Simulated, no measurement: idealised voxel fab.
process module | voxel wiring stack
cross-section cut | 170 nm wide | cells 5 nm
A cross-section is a grid of square cells, given in bands from the top down. A band is one or more rows of cells.
Each band's line starts with the height of the band's top and of its bottom, in nm. Then come its materials from left to right, each with its width in nm. One material with "throughout" fills the band from edge to edge. "air" is empty space.
Height 0 is the level under which the wafer as received is all one material. The lowest band goes on downwards, as in "0 down".
A width such as "30 to 40" changes by the same amount from each row of cells to the next, from the band's top row to its bottom row.
"no change" after a step means that no cell of the cross-section changed.
closed voids: empty space of 8 cells or more with no open way to the top, each as width x height at its distance from the left edge, in nm
after a step's settings: what the simulator itself notes on the step
overlay nm, on a step with a mask: how far to the right of its planned place the mask lay; to the left if negative
plan
1 op RECEIVE | material Si
2 op CONFORMAL_DEP | material SiO2 | thk nm 15
3 op CONFORMAL_DEP | material SiCN | thk nm 5
4 op DIRECTIONAL_DEP | material lowk | thk nm 25
5 op MASKED_ETCH | tone open | mask id METAL_1 | width nm 15 | pitch nm 55 | etch materials lowk | depth nm 25 | overlay nm 0
6 op MASKED_ETCH | tone open | mask id METAL_1 | width nm 25 | pitch nm 55 | etch materials SiCN | depth nm 5 | overlay nm 0
7 op CONFORMAL_DEP | material TiN | thk nm 5
8 op FILL_DEP | material Ru | thk nm 10
9 op CMP | height nm 45
10 op CONFORMAL_DEP | material SiCN | thk nm 5
11 op DIRECTIONAL_DEP | material SiO2 | thk nm 35
12 op PATTERN | tone open | mask id METAL_2_HOLES | material resist | width nm 15 | pitch nm 55 | thk nm 15 | overlay nm 0
13 op DIRECTIONAL_ETCH | etch materials SiO2 | depth nm 35
14 op STRIP | etch materials resist
15 op DIRECTIONAL_DEP | material aC | thk nm 10
16 op PATTERN | tone open | mask id METAL_2 | material resist | width nm 25 | pitch nm 55 | thk nm 30 | overlay nm 0
17 op DIRECTIONAL_ETCH | etch materials aC | depth nm 10
18 op STRIP | etch materials resist
19 op DIRECTIONAL_ETCH | etch materials SiO2 | depth nm 20
20 op DIRECTIONAL_ETCH | etch materials SiCN | depth nm 5
21 op STRIP | etch materials aC
22 op CONFORMAL_DEP | material TiN | thk nm 5
23 op FILL_DEP | material Cu | thk nm 5
24 op CMP | height nm 85
25 op CONFORMAL_DEP | material SiCN | thk nm 5
varied across the wafers: width nm of step 5. The plan shows the first wafer's value. All wafers start alike
first wafer as received, after step 1
  0 down: Si throughout
  closed voids: none
each wafer at the end: cells of each material gained (+) or lost (-) since it was received, then its closed voids
width nm 15 | +39 Cu | +15 Ru | +84 SiCN | +253 SiO2 | +96 TiN | +125 lowk | closed voids: none
width nm 20 | +39 Cu | +30 Ru | +81 SiCN | +253 SiO2 | +99 TiN | +110 lowk | closed voids: none
width nm 25 | +39 Cu | +45 Ru | +78 SiCN | +253 SiO2 | +102 TiN | +95 lowk | closed voids: none
width nm 30 | +39 Cu | +57 Ru | +78 SiCN | +253 SiO2 | +105 TiN | +80 lowk | closed voids: none
